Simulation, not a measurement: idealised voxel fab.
The name of this process module is voxel tone inversion.
For reference, the cross-section in this document is cut, with width 190 nm and square cells of 5 nm.
Cross-section spec: square-cell grid; bands listed top down; each band is one or more rows.
Per band: top height and bottom height in nm, followed by the left-to-right materials and their widths in nm; "all across" marks a single material spanning edge to edge, "empty" marks empty space.
Note: height 0 marks the level under which the wafer is uniformly one material as received. Lowest band unbounded below, written "z 0 and below".
Per-row width for "30..40": begins at first number (top row of band), ends at second number (bottom row), increment between rows held constant.
Any step labelled "same as before" changed none of the cells in the cross-section.
You'll see "Sealed cavities" listing empty spaces that have no way open to the top, as long as they're 8 cells or more; the notation is width x height at distance, where the distance is from the left edge, and all of it is in nm.
Read whatever lies past the settings on a step's line as the simulator's own remark about the step.
"overlay nm" denotes, for a step that has a mask, the displacement of the mask to the right of its planned place, with negative values corresponding to the left.
Planned process steps:
1,RECEIVE,material Si
2,CONFORMAL_DEP,material SiN,thk nm 10
3,DIRECTIONAL_DEP,material polySi,thk nm 15
4,PATTERN,tone cover,mask id POSTS,material resist,width nm 25,pitch nm 45,thk nm 25,overlay nm 0
5,DIRECTIONAL_ETCH,etch materials polySi,depth nm 15
6,STRIP,etch materials resist
7,FILL_DEP,material SiO2,thk nm 5
8,CMP,height nm 25
9,STRIP,etch materials polySi
Wafer as received: cross-section following step 1:
> z 0 and below = Si all across
> Sealed cavities: none
End state of the module in cross-section, given the above starting point and plan and one mistake in execution:
> z 25 to 10 = empty 15, then SiO2 25, then empty 20, then SiO2 25, then empty 20, then SiO2 25, then empty 20, then SiO2 25, then empty 15
> z 10 to 0 = SiN all across
> z 0 and below = Si all across
> Sealed cavities: none
Processing error: step 4 was not run as planned; what actually ran was PATTERN,tone open,mask id POSTS,material resist,width nm 25,pitch nm 45,thk nm 25,overlay nm 0
